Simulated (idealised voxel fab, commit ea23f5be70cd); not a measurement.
process module | voxel transistor to metal
cross-section cut | 160 nm wide | cells 5 nm
A cross-section is a grid of square cells, given in bands from the top down. A band is one or more rows of cells.
Each band's line starts with the height of the band's top and of its bottom, in nm. Then come its materials from left to right, each with its width in nm. One material with "throughout" fills the band from edge to edge. "air" is empty space.
Height 0 is the level under which the wafer as received is all one material. The lowest band goes on downwards, as in "0 down".
A width such as "30 to 40" changes by the same amount from each row of cells to the next, from the band's top row to its bottom row.
"no change" after a step means that no cell of the cross-section changed.
closed voids: empty space of 8 cells or more with no open way to the top, each as width x height at its distance from the left edge, in nm
after a step's settings: what the simulator itself notes on the step
overlay nm, on a step with a mask: how far to the right of its planned place the mask lay; to the left if negative
plan
1 op RECEIVE | material Si
2 op CONFORMAL_DEP | material SiO2 | thk nm 5
3 op CONFORMAL_DEP | material SiN | thk nm 15
4 op PATTERN | tone cover | mask id ACTIVE | material resist | width nm 95 | thk nm 15 | overlay nm 0
5 op DIRECTIONAL_ETCH | etch materials SiN | depth nm 15
6 op DIRECTIONAL_ETCH | etch materials SiO2 | depth nm 5
7 op DIRECTIONAL_ETCH | etch materials Si | depth nm 20
8 op STRIP | etch materials resist
9 op FILL_DEP | material SiO2 | thk nm 15
10 op CMP | height nm 20
11 op SELECTIVE_ETCH | etch materials SiO2 | depth nm 10
12 op STRIP | etch materials SiN
13 op SELECTIVE_ETCH | etch materials SiO2 | depth nm 5
14 op OXIDIZE | depth nm 5
15 op DIRECTIONAL_DEP | material polySi | thk nm 25
16 op DIRECTIONAL_DEP | material SiCN | thk nm 15
17 op PATTERN | tone cover | mask id GATE | material resist | width nm 25 | thk nm 15 | overlay nm 0
18 op DIRECTIONAL_ETCH | etch materials SiCN | depth nm 25
19 op DIRECTIONAL_ETCH | etch materials polySi | depth nm 35
20 op STRIP | etch materials resist
21 op CONFORMAL_DEP | material SiO2 | thk nm 5
22 op DIRECTIONAL_ETCH | etch materials SiO2 | depth nm 5
23 op CONFORMAL_DEP | material SiN | thk nm 5
24 op DIRECTIONAL_ETCH | etch materials SiN | depth nm 5
25 op DIRECTIONAL_ETCH | etch materials SiO2 | depth nm 5
26 op DIRECTIONAL_ETCH | etch materials Si | depth nm 15
27 op EPI | material SiGe | thk nm 15
28 op FILL_DEP | material SiO2 | thk nm 5
29 op CMP | height nm 25
30 op STRIP | etch materials polySi
31 op SELECTIVE_ETCH | etch materials SiO2 | depth nm 5
32 op CONFORMAL_DEP | material HfO2 | thk nm 5
33 op CONFORMAL_DEP | material TiN | thk nm 5
34 op FILL_DEP | material W | thk nm 5
35 op CMP | height nm 20
36 op DIRECTIONAL_DEP | material SiO2 | thk nm 15
37 op PATTERN | tone open | mask id CONTACT | material resist | width nm 15 | pitch nm 70 | thk nm 20 | overlay nm 0
38 op DIRECTIONAL_ETCH | etch materials SiO2 | depth nm 25
39 op STRIP | etch materials resist
40 op CONFORMAL_DEP | material TiN | thk nm 5
41 op FILL_DEP | material Ru | thk nm 10
42 op CMP | height nm 35
43 op DIRECTIONAL_DEP | material TiN | thk nm 5
44 op DIRECTIONAL_DEP | material W | thk nm 25
45 op PATTERN | tone cover | mask id METAL_1 | material resist | width nm 15 | pitch nm 70 | thk nm 20 | overlay nm 0
46 op DIRECTIONAL_ETCH | etch materials W | depth nm 25
47 op DIRECTIONAL_ETCH | etch materials TiN | depth nm 5
48 op STRIP | etch materials resist
49 op FILL_DEP | material SiO2 | thk nm 5
50 op CMP | height nm 65
51 op CONFORMAL_DEP | material SiCN | thk nm 5
52 op DIRECTIONAL_DEP | material SiO2 | thk nm 30
53 op PATTERN | tone open | mask id METAL_2 | material resist | width nm 15 | pitch nm 70 | thk nm 20 | overlay nm 0
54 op DIRECTIONAL_ETCH | etch materials SiO2 | depth nm 20
55 op STRIP | etch materials resist
56 op MASKED_ETCH | tone open | mask id METAL_2_HOLES | width nm 15 | pitch nm 70 | etch materials SiO2 | depth nm 10 | overlay nm 0
57 op MASKED_ETCH | tone open | mask id METAL_2_HOLES | width nm 15 | pitch nm 70 | etch materials SiCN | depth nm 5 | overlay nm 0
58 op CONFORMAL_DEP | material TiN | thk nm 5
59 op FILL_DEP | material Ru | thk nm 5
60 op CMP | height nm 100
61 op CONFORMAL_DEP | material SiCN | thk nm 5
first wafer, as planned
as received, after step 1
  0 down: Si throughout
  closed voids: none
after step 2
  5 to 0: SiO2 throughout
  below 0: unchanged
after step 3
  20 to 5: SiN throughout
  below 5: unchanged
after step 4
  35 to 20: air 30 | resist 95 | air 35
  below 20: unchanged
after step 5
  35 to 20: air 30 | resist 95 | air 35
  20 to 5: air 30 | SiN 95 | air 35
  below 5: unchanged
after step 6
  35 to 20: air 30 | resist 95 | air 35
  20 to 5: air 30 | SiN 95 | air 35
  5 to 0: air 30 | SiO2 95 | air 35
  below 0: unchanged
after step 7
  35 to 20: air 30 | resist 95 | air 35
  20 to 5: air 30 | SiN 95 | air 35
  5 to 0: air 30 | SiO2 95 | air 35
  0 to -20: air 30 | Si 95 | air 35
  below -20: unchanged
after step 8
  20 to 5: air 30 | SiN 95 | air 35
  below 5: unchanged
after step 9
  35 to 20: SiO2 throughout
  20 to 5: SiO2 30 | SiN 95 | SiO2 35
  5 to 0: SiO2 throughout
  0 to -20: SiO2 30 | Si 95 | SiO2 35
  below -20: unchanged
after step 10
  20 to 5: SiO2 30 | SiN 95 | SiO2 35
  below 5: unchanged
after step 11
  20 to 10: air 30 | SiN 95 | air 35
  below 10: unchanged
after step 12
  10 to 5: SiO2 30 | air 95 | SiO2 35
  below 5: unchanged
after step 13
  5 to 0: SiO2 25 | air 105 | SiO2 30
  below 0: unchanged
after step 14
  5 to 0: SiO2 25 | air 105 | SiO2 30
  0 to -5: SiO2 throughout
  below -5: unchanged
after step 15
  30 to 25: polySi 25 | air 105 | polySi 30
  25 to 5: polySi throughout
  5 to 0: SiO2 25 | polySi 105 | SiO2 30
  below 0: unchanged
after step 16
  45 to 40: SiCN 25 | air 105 | SiCN 30
  40 to 30: SiCN throughout
  30 to 25: polySi 25 | SiCN 105 | polySi 30
  below 25: unchanged
after step 17
  60 to 45: air 65 | resist 25 | air 70
  45 to 40: SiCN 25 | air 40 | resist 25 | air 40 | SiCN 30
  below 40: unchanged
after step 18
  60 to 40: air 65 | resist 25 | air 70
  40 to 30: air 65 | SiCN 25 | air 70
  30 to 25: polySi 25 | air 40 | SiCN 25 | air 40 | polySi 30
  below 25: unchanged
after step 19
  60 to 40: air 65 | resist 25 | air 70
  40 to 25: air 65 | SiCN 25 | air 70
  25 to 5: air 65 | polySi 25 | air 70
  5 to 0: SiO2 25 | air 40 | polySi 25 | air 40 | SiO2 30
  below 0: unchanged
after step 20
  40 to 25: air 65 | SiCN 25 | air 70
  below 25: unchanged
after step 21
  45 to 40: air 60 | SiO2 35 | air 65
  40 to 25: air 60 | SiO2 5 | SiCN 25 | SiO2 5 | air 65
  25 to 10: air 60 | SiO2 5 | polySi 25 | SiO2 5 | air 65
  10 to 5: SiO2 30 | air 30 | SiO2 5 | polySi 25 | SiO2 5 | air 30 | SiO2 35
  5 to 0: SiO2 65 | polySi 25 | SiO2 70
  below 0: unchanged
after step 22
  40 to 25: air 60 | SiO2 5 | SiCN 25 | SiO2 5 | air 65
  25 to 5: air 60 | SiO2 5 | polySi 25 | SiO2 5 | air 65
  5 to 0: SiO2 30 | air 30 | SiO2 5 | polySi 25 | SiO2 5 | air 30 | SiO2 35
  below 0: unchanged
after step 23
  45 to 40: air 55 | SiN 45 | air 60
  40 to 25: air 55 | SiN 5 | SiO2 5 | SiCN 25 | SiO2 5 | SiN 5 | air 60
  25 to 10: air 55 | SiN 5 | SiO2 5 | polySi 25 | SiO2 5 | SiN 5 | air 60
  10 to 5: SiN 35 | air 20 | SiN 5 | SiO2 5 | polySi 25 | SiO2 5 | SiN 5 | air 20 | SiN 40
  5 to 0: SiO2 30 | SiN 30 | SiO2 5 | polySi 25 | SiO2 5 | SiN 30 | SiO2 35
  below 0: unchanged
after step 24
  40 to 25: air 55 | SiN 5 | SiO2 5 | SiCN 25 | SiO2 5 | SiN 5 | air 60
  25 to 5: air 55 | SiN 5 | SiO2 5 | polySi 25 | SiO2 5 | SiN 5 | air 60
  5 to 0: SiO2 30 | SiN 5 | air 20 | SiN 5 | SiO2 5 | polySi 25 | SiO2 5 | SiN 5 | air 20 | SiN 5 | SiO2 35
  below 0: unchanged
after step 25
  40 to 35: air 55 | SiN 5 | air 5 | SiCN 25 | air 5 | SiN 5 | air 60
  35 to 25: air 55 | SiN 5 | SiO2 5 | SiCN 25 | SiO2 5 | SiN 5 | air 60
  25 to 5: air 55 | SiN 5 | SiO2 5 | polySi 25 | SiO2 5 | SiN 5 | air 60
  5 to 0: air 30 | SiN 5 | air 20 | SiN 5 | SiO2 5 | polySi 25 | SiO2 5 | SiN 5 | air 20 | SiN 5 | air 35
  0 to -5: SiO2 35 | air 20 | SiO2 45 | air 20 | SiO2 40
  below -5: unchanged
after step 26
  40 to 35: air 55 | SiN 5 | air 5 | SiCN 25 | air 5 | SiN 5 | air 60
  35 to 25: air 55 | SiN 5 | SiO2 5 | SiCN 25 | SiO2 5 | SiN 5 | air 60
  25 to 5: air 55 | SiN 5 | SiO2 5 | polySi 25 | SiO2 5 | SiN 5 | air 60
  5 to 0: air 30 | SiN 5 | air 20 | SiN 5 | SiO2 5 | polySi 25 | SiO2 5 | SiN 5 | air 20 | SiN 5 | air 35
  0 to -5: SiO2 35 | air 20 | SiO2 45 | air 20 | SiO2 40
  -5 to -20: SiO2 30 | Si 5 | air 20 | Si 45 | air 20 | Si 5 | SiO2 35
  below -20: unchanged
after step 27
  40 to 35: air 55 | SiN 5 | air 5 | SiCN 25 | air 5 | SiN 5 | air 60
  35 to 25: air 55 | SiN 5 | SiO2 5 | SiCN 25 | SiO2 5 | SiN 5 | air 60
  25 to 10: air 55 | SiN 5 | SiO2 5 | polySi 25 | SiO2 5 | SiN 5 | air 60
  10 to 5: air 30 | SiGe 25 | SiN 5 | SiO2 5 | polySi 25 | SiO2 5 | SiN 5 | SiGe 25 | air 35
  5 to 0: air 30 | SiN 5 | SiGe 20 | SiN 5 | SiO2 5 | polySi 25 | SiO2 5 | SiN 5 | SiGe 20 | SiN 5 | air 35
  0 to -5: SiO2 35 | SiGe 20 | SiO2 45 | SiGe 20 | SiO2 40
  -5 to -20: SiO2 30 | Si 5 | SiGe 20 | Si 45 | SiGe 20 | Si 5 | SiO2 35
  below -20: unchanged
after step 28
  45 to 40: SiO2 throughout
  40 to 25: SiO2 55 | SiN 5 | SiO2 5 | SiCN 25 | SiO2 5 | SiN 5 | SiO2 60
  25 to 10: SiO2 55 | SiN 5 | SiO2 5 | polySi 25 | SiO2 5 | SiN 5 | SiO2 60
  10 to 5: SiO2 30 | SiGe 25 | SiN 5 | SiO2 5 | polySi 25 | SiO2 5 | SiN 5 | SiGe 25 | SiO2 35
  5 to 0: SiO2 30 | SiN 5 | SiGe 20 | SiN 5 | SiO2 5 | polySi 25 | SiO2 5 | SiN 5 | SiGe 20 | SiN 5 | SiO2 35
  below 0: unchanged
after step 29
  25 to 10: SiO2 55 | SiN 5 | SiO2 5 | polySi 25 | SiO2 5 | SiN 5 | SiO2 60
  below 10: unchanged
after step 30
  25 to 10: SiO2 55 | SiN 5 | SiO2 5 | air 25 | SiO2 5 | SiN 5 | SiO2 60
  10 to 5: SiO2 30 | SiGe 25 | SiN 5 | SiO2 5 | air 25 | SiO2 5 | SiN 5 | SiGe 25 | SiO2 35
  5 to 0: SiO2 30 | SiN 5 | SiGe 20 | SiN 5 | SiO2 5 | air 25 | SiO2 5 | SiN 5 | SiGe 20 | SiN 5 | SiO2 35
  below 0: unchanged
after step 31
  25 to 20: air 55 | SiN 5 | air 35 | SiN 5 | air 60
  20 to 10: SiO2 55 | SiN 5 | air 35 | SiN 5 | SiO2 60
  10 to 5: SiO2 30 | SiGe 25 | SiN 5 | air 35 | SiN 5 | SiGe 25 | SiO2 35
  5 to 0: SiO2 30 | SiN 5 | SiGe 20 | SiN 5 | air 35 | SiN 5 | SiGe 20 | SiN 5 | SiO2 35
  0 to -5: SiO2 35 | SiGe 20 | SiO2 5 | air 35 | SiO2 5 | SiGe 20 | SiO2 40
  below -5: unchanged
after step 32
  30 to 25: air 50 | HfO2 15 | air 25 | HfO2 15 | air 55
  25 to 20: HfO2 55 | SiN 5 | HfO2 5 | air 25 | HfO2 5 | SiN 5 | HfO2 60
  20 to 10: SiO2 55 | SiN 5 | HfO2 5 | air 25 | HfO2 5 | SiN 5 | SiO2 60
  10 to 5: SiO2 30 | SiGe 25 | SiN 5 | HfO2 5 | air 25 | HfO2 5 | SiN 5 | SiGe 25 | SiO2 35
  5 to 0: SiO2 30 | SiN 5 | SiGe 20 | SiN 5 | HfO2 5 | air 25 | HfO2 5 | SiN 5 | SiGe 20 | SiN 5 | SiO2 35
  0 to -5: SiO2 35 | SiGe 20 | SiO2 5 | HfO2 35 | SiO2 5 | SiGe 20 | SiO2 40
  below -5: unchanged
after step 33
  35 to 30: air 45 | TiN 25 | air 15 | TiN 25 | air 50
  30 to 25: TiN 50 | HfO2 15 | TiN 5 | air 15 | TiN 5 | HfO2 15 | TiN 55
  25 to 20: HfO2 55 | SiN 5 | HfO2 5 | TiN 5 | air 15 | TiN 5 | HfO2 5 | SiN 5 | HfO2 60
  20 to 10: SiO2 55 | SiN 5 | HfO2 5 | TiN 5 | air 15 | TiN 5 | HfO2 5 | SiN 5 | SiO2 60
  10 to 5: SiO2 30 | SiGe 25 | SiN 5 | HfO2 5 | TiN 5 | air 15 | TiN 5 | HfO2 5 | SiN 5 | SiGe 25 | SiO2 35
  5 to 0: SiO2 30 | SiN 5 | SiGe 20 | SiN 5 | HfO2 5 | TiN 25 | HfO2 5 | SiN 5 | SiGe 20 | SiN 5 | SiO2 35
  below 0: unchanged
after step 34
  40 to 35: W throughout
  35 to 30: W 45 | TiN 25 | W 15 | TiN 25 | W 50
  30 to 25: TiN 50 | HfO2 15 | TiN 5 | W 15 | TiN 5 | HfO2 15 | TiN 55
  25 to 20: HfO2 55 | SiN 5 | HfO2 5 | TiN 5 | W 15 | TiN 5 | HfO2 5 | SiN 5 | HfO2 60
  20 to 10: SiO2 55 | SiN 5 | HfO2 5 | TiN 5 | W 15 | TiN 5 | HfO2 5 | SiN 5 | SiO2 60
  10 to 5: SiO2 30 | SiGe 25 | SiN 5 | HfO2 5 | TiN 5 | W 15 | TiN 5 | HfO2 5 | SiN 5 | SiGe 25 | SiO2 35
  below 5: unchanged
after step 35
  20 to 10: SiO2 55 | SiN 5 | HfO2 5 | TiN 5 | W 15 | TiN 5 | HfO2 5 | SiN 5 | SiO2 60
  below 10: unchanged
after step 36
  35 to 20: SiO2 throughout
  below 20: unchanged
after step 37
  55 to 35: resist 35 | air 15 | resist 55 | air 15 | resist 40
  below 35: unchanged
after step 38
  55 to 35: resist 35 | air 15 | resist 55 | air 15 | resist 40
  35 to 20: SiO2 35 | air 15 | SiO2 55 | air 15 | SiO2 40
  20 to 10: SiO2 35 | air 15 | SiO2 5 | SiN 5 | HfO2 5 | TiN 5 | W 15 | TiN 5 | HfO2 5 | SiN 5 | SiO2 5 | air 15 | SiO2 40
  below 10: unchanged
after step 39
  35 to 20: SiO2 35 | air 15 | SiO2 55 | air 15 | SiO2 40
  below 20: unchanged
after step 40
  40 to 35: TiN 40 | air 5 | TiN 65 | air 5 | TiN 45
  35 to 20: SiO2 35 | TiN 5 | air 5 | TiN 5 | SiO2 55 | TiN 5 | air 5 | TiN 5 | SiO2 40
  20 to 15: SiO2 35 | TiN 5 | air 5 | TiN 5 | SiO2 5 | SiN 5 | HfO2 5 | TiN 5 | W 15 | TiN 5 | HfO2 5 | SiN 5 | SiO2 5 | TiN 5 | air 5 | TiN 5 | SiO2 40
  15 to 10: SiO2 35 | TiN 15 | SiO2 5 | SiN 5 | HfO2 5 | TiN 5 | W 15 | TiN 5 | HfO2 5 | SiN 5 | SiO2 5 | TiN 15 | SiO2 40
  below 10: unchanged
after step 41
  50 to 40: Ru throughout
  40 to 35: TiN 40 | Ru 5 | TiN 65 | Ru 5 | TiN 45
  35 to 20: SiO2 35 | TiN 5 | Ru 5 | TiN 5 | SiO2 55 | TiN 5 | Ru 5 | TiN 5 | SiO2 40
  20 to 15: SiO2 35 | TiN 5 | Ru 5 | TiN 5 | SiO2 5 | SiN 5 | HfO2 5 | TiN 5 | W 15 | TiN 5 | HfO2 5 | SiN 5 | SiO2 5 | TiN 5 | Ru 5 | TiN 5 | SiO2 40
  below 15: unchanged
after step 42
  35 to 20: SiO2 35 | TiN 5 | Ru 5 | TiN 5 | SiO2 55 | TiN 5 | Ru 5 | TiN 5 | SiO2 40
  below 20: unchanged
after step 43
  40 to 35: TiN throughout
  below 35: unchanged
after step 44
  65 to 40: W throughout
  below 40: unchanged
after step 45
  85 to 65: air 35 | resist 15 | air 55 | resist 15 | air 40
  below 65: unchanged
after step 46
  85 to 65: air 35 | resist 15 | air 55 | resist 15 | air 40
  65 to 40: air 35 | W 15 | air 55 | W 15 | air 40
  below 40: unchanged
after step 47
  85 to 65: air 35 | resist 15 | air 55 | resist 15 | air 40
  65 to 40: air 35 | W 15 | air 55 | W 15 | air 40
  40 to 35: air 35 | TiN 15 | air 55 | TiN 15 | air 40
  below 35: unchanged
after step 48
  65 to 40: air 35 | W 15 | air 55 | W 15 | air 40
  below 40: unchanged
after step 49
  70 to 65: SiO2 throughout
  65 to 40: SiO2 35 | W 15 | SiO2 55 | W 15 | SiO2 40
  40 to 35: SiO2 35 | TiN 15 | SiO2 55 | TiN 15 | SiO2 40
  below 35: unchanged
after step 50
  65 to 40: SiO2 35 | W 15 | SiO2 55 | W 15 | SiO2 40
  below 40: unchanged
after step 51
  70 to 65: SiCN throughout
  below 65: unchanged
after step 52
  100 to 70: SiO2 throughout
  below 70: unchanged
after step 53
  120 to 100: resist 35 | air 15 | resist 55 | air 15 | resist 40
  below 100: unchanged
after step 54
  120 to 100: resist 35 | air 15 | resist 55 | air 15 | resist 40
  100 to 80: SiO2 35 | air 15 | SiO2 55 | air 15 | SiO2 40
  below 80: unchanged
after step 55
  100 to 80: SiO2 35 | air 15 | SiO2 55 | air 15 | SiO2 40
  below 80: unchanged
after step 56
  100 to 70: SiO2 35 | air 15 | SiO2 55 | air 15 | SiO2 40
  below 70: unchanged
after step 57
  100 to 70: SiO2 35 | air 15 | SiO2 55 | air 15 | SiO2 40
  70 to 65: SiCN 35 | air 15 | SiCN 55 | air 15 | SiCN 40
  below 65: unchanged
after step 58
  105 to 100: TiN 40 | air 5 | TiN 65 | air 5 | TiN 45
  100 to 70: SiO2 35 | TiN 5 | air 5 | TiN 5 | SiO2 55 | TiN 5 | air 5 | TiN 5 | SiO2 40
  70 to 65: SiCN 35 | TiN 15 | SiCN 55 | TiN 15 | SiCN 40
  below 65: unchanged
after step 59
  110 to 105: Ru throughout
  105 to 100: TiN 40 | Ru 5 | TiN 65 | Ru 5 | TiN 45
  100 to 70: SiO2 35 | TiN 5 | Ru 5 | TiN 5 | SiO2 55 | TiN 5 | Ru 5 | TiN 5 | SiO2 40
  below 70: unchanged
after step 60
  100 to 70: SiO2 35 | TiN 5 | Ru 5 | TiN 5 | SiO2 55 | TiN 5 | Ru 5 | TiN 5 | SiO2 40
  below 70: unchanged
after step 61
  105 to 100: SiCN throughout
  below 100: unchanged
second wafer: like start, like plan, one mistake. Through step 26 it matches the first wafer
when step 27 should have ended
  40 to 35: air 55 | SiN 5 | air 5 | SiCN 25 | air 5 | SiN 5 | air 60
  35 to 25: air 55 | SiN 5 | SiO2 5 | SiCN 25 | SiO2 5 | SiN 5 | air 60
  25 to 5: air 55 | SiN 5 | SiO2 5 | polySi 25 | SiO2 5 | SiN 5 | air 60
  5 to 0: air 30 | SiN 5 | SiGe 20 | SiN 5 | SiO2 5 | polySi 25 | SiO2 5 | SiN 5 | SiGe 20 | SiN 5 | air 35
  0 to -5: SiO2 35 | SiGe 20 | SiO2 45 | SiGe 20 | SiO2 40
  -5 to -20: SiO2 30 | Si 5 | SiGe 20 | Si 45 | SiGe 20 | Si 5 | SiO2 35
  below -20: unchanged
when step 28 should have ended
  45 to 40: SiO2 throughout
  40 to 25: SiO2 55 | SiN 5 | SiO2 5 | SiCN 25 | SiO2 5 | SiN 5 | SiO2 60
  25 to 5: SiO2 55 | SiN 5 | SiO2 5 | polySi 25 | SiO2 5 | SiN 5 | SiO2 60
  5 to 0: SiO2 30 | SiN 5 | SiGe 20 | SiN 5 | SiO2 5 | polySi 25 | SiO2 5 | SiN 5 | SiGe 20 | SiN 5 | SiO2 35
  below 0: unchanged
when step 29 should have ended
  25 to 5: SiO2 55 | SiN 5 | SiO2 5 | polySi 25 | SiO2 5 | SiN 5 | SiO2 60
  below 5: unchanged
when step 30 should have ended
  25 to 5: SiO2 55 | SiN 5 | SiO2 5 | air 25 | SiO2 5 | SiN 5 | SiO2 60
  5 to 0: SiO2 30 | SiN 5 | SiGe 20 | SiN 5 | SiO2 5 | air 25 | SiO2 5 | SiN 5 | SiGe 20 | SiN 5 | SiO2 35
  below 0: unchanged
when step 31 should have ended
  25 to 20: air 55 | SiN 5 | air 35 | SiN 5 | air 60
  20 to 5: SiO2 55 | SiN 5 | air 35 | SiN 5 | SiO2 60
  5 to 0: SiO2 30 | SiN 5 | SiGe 20 | SiN 5 | air 35 | SiN 5 | SiGe 20 | SiN 5 | SiO2 35
  0 to -5: SiO2 35 | SiGe 20 | SiO2 5 | air 35 | SiO2 5 | SiGe 20 | SiO2 40
  below -5: unchanged
when step 32 should have ended
  30 to 25: air 50 | HfO2 15 | air 25 | HfO2 15 | air 55
  25 to 20: HfO2 55 | SiN 5 | HfO2 5 | air 25 | HfO2 5 | SiN 5 | HfO2 60
  20 to 5: SiO2 55 | SiN 5 | HfO2 5 | air 25 | HfO2 5 | SiN 5 | SiO2 60
  5 to 0: SiO2 30 | SiN 5 | SiGe 20 | SiN 5 | HfO2 5 | air 25 | HfO2 5 | SiN 5 | SiGe 20 | SiN 5 | SiO2 35
  0 to -5: SiO2 35 | SiGe 20 | SiO2 5 | HfO2 35 | SiO2 5 | SiGe 20 | SiO2 40
  below -5: unchanged
when step 33 should have ended
  35 to 30: air 45 | TiN 25 | air 15 | TiN 25 | air 50
  30 to 25: TiN 50 | HfO2 15 | TiN 5 | air 15 | TiN 5 | HfO2 15 | TiN 55
  25 to 20: HfO2 55 | SiN 5 | HfO2 5 | TiN 5 | air 15 | TiN 5 | HfO2 5 | SiN 5 | HfO2 60
  20 to 5: SiO2 55 | SiN 5 | HfO2 5 | TiN 5 | air 15 | TiN 5 | HfO2 5 | SiN 5 | SiO2 60
  5 to 0: SiO2 30 | SiN 5 | SiGe 20 | SiN 5 | HfO2 5 | TiN 25 | HfO2 5 | SiN 5 | SiGe 20 | SiN 5 | SiO2 35
  below 0: unchanged
when step 34 should have ended
  40 to 35: W throughout
  35 to 30: W 45 | TiN 25 | W 15 | TiN 25 | W 50
  30 to 25: TiN 50 | HfO2 15 | TiN 5 | W 15 | TiN 5 | HfO2 15 | TiN 55
  25 to 20: HfO2 55 | SiN 5 | HfO2 5 | TiN 5 | W 15 | TiN 5 | HfO2 5 | SiN 5 | HfO2 60
  20 to 5: SiO2 55 | SiN 5 | HfO2 5 | TiN 5 | W 15 | TiN 5 | HfO2 5 | SiN 5 | SiO2 60
  below 5: unchanged
when step 35 should have ended
  20 to 5: SiO2 55 | SiN 5 | HfO2 5 | TiN 5 | W 15 | TiN 5 | HfO2 5 | SiN 5 | SiO2 60
  below 5: unchanged
when step 36 should have ended
  35 to 20: SiO2 throughout
  below 20: unchanged
when step 37 should have ended
  55 to 35: resist 35 | air 15 | resist 55 | air 15 | resist 40
  below 35: unchanged
when step 38 should have ended
  55 to 35: resist 35 | air 15 | resist 55 | air 15 | resist 40
  35 to 20: SiO2 35 | air 15 | SiO2 55 | air 15 | SiO2 40
  20 to 10: SiO2 35 | air 15 | SiO2 5 | SiN 5 | HfO2 5 | TiN 5 | W 15 | TiN 5 | HfO2 5 | SiN 5 | SiO2 5 | air 15 | SiO2 40
  below 10: unchanged
when step 39 should have ended
  35 to 20: SiO2 35 | air 15 | SiO2 55 | air 15 | SiO2 40
  below 20: unchanged
when step 40 should have ended
  40 to 35: TiN 40 | air 5 | TiN 65 | air 5 | TiN 45
  35 to 20: SiO2 35 | TiN 5 | air 5 | TiN 5 | SiO2 55 | TiN 5 | air 5 | TiN 5 | SiO2 40
  20 to 15: SiO2 35 | TiN 5 | air 5 | TiN 5 | SiO2 5 | SiN 5 | HfO2 5 | TiN 5 | W 15 | TiN 5 | HfO2 5 | SiN 5 | SiO2 5 | TiN 5 | air 5 | TiN 5 | SiO2 40
  15 to 10: SiO2 35 | TiN 15 | SiO2 5 | SiN 5 | HfO2 5 | TiN 5 | W 15 | TiN 5 | HfO2 5 | SiN 5 | SiO2 5 | TiN 15 | SiO2 40
  below 10: unchanged
when step 41 should have ended
  50 to 40: Ru throughout
  40 to 35: TiN 40 | Ru 5 | TiN 65 | Ru 5 | TiN 45
  35 to 20: SiO2 35 | TiN 5 | Ru 5 | TiN 5 | SiO2 55 | TiN 5 | Ru 5 | TiN 5 | SiO2 40
  20 to 15: SiO2 35 | TiN 5 | Ru 5 | TiN 5 | SiO2 5 | SiN 5 | HfO2 5 | TiN 5 | W 15 | TiN 5 | HfO2 5 | SiN 5 | SiO2 5 | TiN 5 | Ru 5 | TiN 5 | SiO2 40
  below 15: unchanged
when step 42 should have ended
  35 to 20: SiO2 35 | TiN 5 | Ru 5 | TiN 5 | SiO2 55 | TiN 5 | Ru 5 | TiN 5 | SiO2 40
  below 20: unchanged
when step 43 should have ended
  40 to 35: TiN throughout
  below 35: unchanged
when step 44 should have ended
  65 to 40: W throughout
  below 40: unchanged
when step 45 should have ended
  85 to 65: air 35 | resist 15 | air 55 | resist 15 | air 40
  below 65: unchanged
when step 46 should have ended
  85 to 65: air 35 | resist 15 | air 55 | resist 15 | air 40
  65 to 40: air 35 | W 15 | air 55 | W 15 | air 40
  below 40: unchanged
when step 47 should have ended
  85 to 65: air 35 | resist 15 | air 55 | resist 15 | air 40
  65 to 40: air 35 | W 15 | air 55 | W 15 | air 40
  40 to 35: air 35 | TiN 15 | air 55 | TiN 15 | air 40
  below 35: unchanged
when step 48 should have ended
  65 to 40: air 35 | W 15 | air 55 | W 15 | air 40
  below 40: unchanged
when step 49 should have ended
  70 to 65: SiO2 throughout
  65 to 40: SiO2 35 | W 15 | SiO2 55 | W 15 | SiO2 40
  40 to 35: SiO2 35 | TiN 15 | SiO2 55 | TiN 15 | SiO2 40
  below 35: unchanged
when step 50 should have ended
  65 to 40: SiO2 35 | W 15 | SiO2 55 | W 15 | SiO2 40
  below 40: unchanged
when step 51 should have ended
  70 to 65: SiCN throughout
  below 65: unchanged
when step 52 should have ended
  100 to 70: SiO2 throughout
  below 70: unchanged
when step 53 should have ended
  120 to 100: resist 35 | air 15 | resist 55 | air 15 | resist 40
  below 100: unchanged
when step 54 should have ended
  120 to 100: resist 35 | air 15 | resist 55 | air 15 | resist 40
  100 to 80: SiO2 35 | air 15 | SiO2 55 | air 15 | SiO2 40
  below 80: unchanged
when step 55 should have ended
  100 to 80: SiO2 35 | air 15 | SiO2 55 | air 15 | SiO2 40
  below 80: unchanged
when step 56 should have ended
  100 to 70: SiO2 35 | air 15 | SiO2 55 | air 15 | SiO2 40
  below 70: unchanged
when step 57 should have ended
  100 to 70: SiO2 35 | air 15 | SiO2 55 | air 15 | SiO2 40
  70 to 65: SiCN 35 | air 15 | SiCN 55 | air 15 | SiCN 40
  below 65: unchanged
when step 58 should have ended
  105 to 100: TiN 40 | air 5 | TiN 65 | air 5 | TiN 45
  100 to 70: SiO2 35 | TiN 5 | air 5 | TiN 5 | SiO2 55 | TiN 5 | air 5 | TiN 5 | SiO2 40
  70 to 65: SiCN 35 | TiN 15 | SiCN 55 | TiN 15 | SiCN 40
  below 65: unchanged
when step 59 should have ended
  110 to 105: Ru throughout
  105 to 100: TiN 40 | Ru 5 | TiN 65 | Ru 5 | TiN 45
  100 to 70: SiO2 35 | TiN 5 | Ru 5 | TiN 5 | SiO2 55 | TiN 5 | Ru 5 | TiN 5 | SiO2 40
  below 70: unchanged
when step 60 should have ended
  100 to 70: SiO2 35 | TiN 5 | Ru 5 | TiN 5 | SiO2 55 | TiN 5 | Ru 5 | TiN 5 | SiO2 40
  below 70: unchanged
when step 61 should have ended
  105 to 100: SiCN throughout
  below 100: unchanged
what went wrong: step 27 ran as: op EPI | material SiGe | thk nm 10
at the end the second wafer has, in cells: 10 fewer of SiGe | 10 more of SiO2
